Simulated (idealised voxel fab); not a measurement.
A process module follows: voxel ribs on slabs.
Each square cell in cross-section cut measures 5 nm, and the section as a whole is 150 nm wide.
Cross-sections here: square-cell grids, written as top-down lists of bands, a band being one or more rows of cells.
Heights first: top, then bottom, in nm. Then materials, left to right, each with a width in nm. "everywhere" on a single material: fills the band edge to edge. "blank": empty space.
Height 0 is the level under which the wafer as received is all one material. The lowest band goes on downwards, as in "0 and below".
Width: "30..40" (first number = top row, second number = bottom row, same change from row to row of cells).
The cross-section has no changed cell in any step marked "no modifications".
In "Internal closed voids" the enclosed voids are listed, meaning empty spaces of 8 cells or larger without any opening to the top. The form is width x height at distance, distance from the left edge, units nm.
Heads up: the bit after the settings on a step's line is the simulator's remark on that step.
Steps that use a mask can have "overlay nm" on their line. It says how far the mask sat to the right of where it was meant to be. Negative means to the left.
Process steps - plan:
1: RECEIVE [material Si]
2: DIRECTIONAL_DEP [material SiO2] [thk nm 30]
3: DIRECTIONAL_DEP [material polySi] [thk nm 20]
4: DIRECTIONAL_DEP [material aC] [thk nm 15]
5: PATTERN [tone cover] [mask id RIB] [material resist] [width nm 30] [thk nm 30] [overlay nm 0]
6: DIRECTIONAL_ETCH [etch materials aC] [depth nm 15]
7: STRIP [etch materials resist]
8: DIRECTIONAL_ETCH [etch materials polySi] [depth nm 15]
9: STRIP [etch materials aC]
10: DIRECTIONAL_DEP [material aC] [thk nm 10]
11: PATTERN [tone cover] [mask id SLAB] [material resist] [width nm 90] [thk nm 25] [overlay nm 0]
12: DIRECTIONAL_ETCH [etch materials aC] [depth nm 10]
13: STRIP [etch materials resist]
14: DIRECTIONAL_ETCH [etch materials polySi] [depth nm 5]
15: STRIP [etch materials aC]
16: FILL_DEP [material SiO2] [thk nm 25]
17: CMP [height nm 65]
18: DIRECTIONAL_DEP [material W] [thk nm 5]
19: PATTERN [tone cover] [mask id HEATER] [material resist] [width nm 40] [thk nm 15] [overlay nm 0]
20: DIRECTIONAL_ETCH [etch materials W] [depth nm 5]
21: STRIP [etch materials resist]
22: CONFORMAL_DEP [material SiN] [thk nm 10]
Cross-section: wafer on arrival = after step 1:
0 and below | Si everywhere
Internal closed voids: none
The plan above was carried out on the starting structure above with one mistake, and this cross-section shows the wafer at the end of the module:
80 down to 75 | blank 45 nm, then SiO2 60 nm, then blank 45 nm
75 down to 70 | SiO2 everywhere
70 down to 65 | SiO2 55 nm, then W 40 nm, then SiO2 55 nm
65 down to 50 | SiO2 everywhere
50 down to 35 | SiO2 60 nm, then polySi 30 nm, then SiO2 60 nm
35 down to 30 | SiO2 30 nm, then polySi 90 nm, then SiO2 30 nm
30 down to 0 | SiO2 everywhere
0 and below | Si everywhere
Internal closed voids: none
In executing the process, a mistake was made relative to the plan: step 22 did not happen as planned, as run it was CONFORMAL_DEP [material SiO2] [thk nm 10]
